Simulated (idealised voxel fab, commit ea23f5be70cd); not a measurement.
The process module that follows is named voxel spacer lines.
Displayed cross-section: cut, width of 270 nm, square cells sized 5 nm.
Throughout this document, each cross-section is represented as a grid of square cells and is presented as a sequence of bands enumerated from the top downward, where a band comprises one or more rows of cells.
Look at the band entry: it leads with the top's height and the bottom's height in nm. Then it lists the materials left to right, with a width in nm for each. The word "throughout" on a single material says that material fills the band edge to edge. The word "empty" is empty space.
Ref level 0: as-received wafer is one material below here. Bottom band extends down with no lower bound ("top 0, no bottom").
So if you see something like "30..40" for the width, read it as the top row of the band sitting at the first number and the bottom row at the second, with every row in between moving by the same amount as the last.
Where the words "no alteration" appear for a step, the cross-section shows no cell changed by that step; every cell remained as before.
Any empty space of 8 cells or more lacking an open way to the top shows up in "Closed cavities" as width x height at distance, distance from the left edge, in nm.
Post-settings text on a step line: simulator's own remark regarding the step.
"overlay nm" on a masked step: distance the mask lay right of its planned place, negative for left.
THE STEPS PLANNED FOR THE PROCESS ARE AS FOLLOWS
1,RECEIVE, material Si
2,CONFORMAL_DEP, material SiO2, thk nm 10
3,DIRECTIONAL_DEP, material W, thk nm 20
4,DIRECTIONAL_DEP, material polySi, thk nm 25
5,PATTERN, tone cover, mask id MANDREL, material resist, width nm 15, pitch nm 60, thk nm 35, overlay nm 0
6,DIRECTIONAL_ETCH, etch materials polySi, depth nm 25
7,STRIP, etch materials resist
8,CONFORMAL_DEP, material SiN, thk nm 15
9,DIRECTIONAL_ETCH, etch materials SiN, depth nm 5
10,STRIP, etch materials polySi
11,DIRECTIONAL_ETCH, etch materials W, depth nm 20
12,STRIP, etch materials SiN
13,FILL_DEP, material lowk, thk nm 5
14,CMP, height nm 30
Heads up: all these wafers start the same, and what changes between them is the depth nm in step 9. The value you see in the plan is just what the first wafer got.
THE FIRST OF SEVERAL WAFERS IN CROSS-SECTION, EXACTLY AS IT REACHED US AFTER STEP 1
- top 0, no bottom = Si throughout
- Closed cavities: none
LAST STEP OF THE MODULE IS STEP 14; AFTER IT, THE FIRST OF SEVERAL WAFERS IN CROSS-SECTION
- top 30, bottom 10 = W throughout
- top 10, bottom 0 = SiO2 throughout
- top 0, no bottom = Si throughout
- Closed cavities: none
CROSS-SECTION OF THE FINAL WAFER AMONG SEVERAL, TAKEN AT THE END OF THE MODULE
- top 30, bottom 10 = lowk: 50 | W: 15 | lowk: 15 | W: 15 | lowk: 15 | W: 15 | lowk: 15 | W: 15 | lowk: 15 | W: 15 | lowk: 15 | W: 15 | lowk: 55
- top 10, bottom 0 = SiO2 throughout
- top 0, no bottom = Si throughout
- Closed cavities: none
PER WAFER (ROW), END OF MODULE: DELTA IN CELLS PER MATERIAL SINCE RECEIPT, (+) FOR GAINED, (-) FOR LOST; CLOSED VOIDS AFTER THAT
depth nm 5, +108 SiO2, +216 W, Closed cavities: none
depth nm 10, +108 SiO2, +216 W, Closed cavities: none
depth nm 15, +108 SiO2, +72 W, +144 lowk, Closed cavities: none
depth nm 20, +108 SiO2, +72 W, +144 lowk, Closed cavities: none
depth nm 25, +108 SiO2, +72 W, +144 lowk, Closed cavities: none
depth nm 30, +108 SiO2, +72 W, +144 lowk, Closed cavities: none
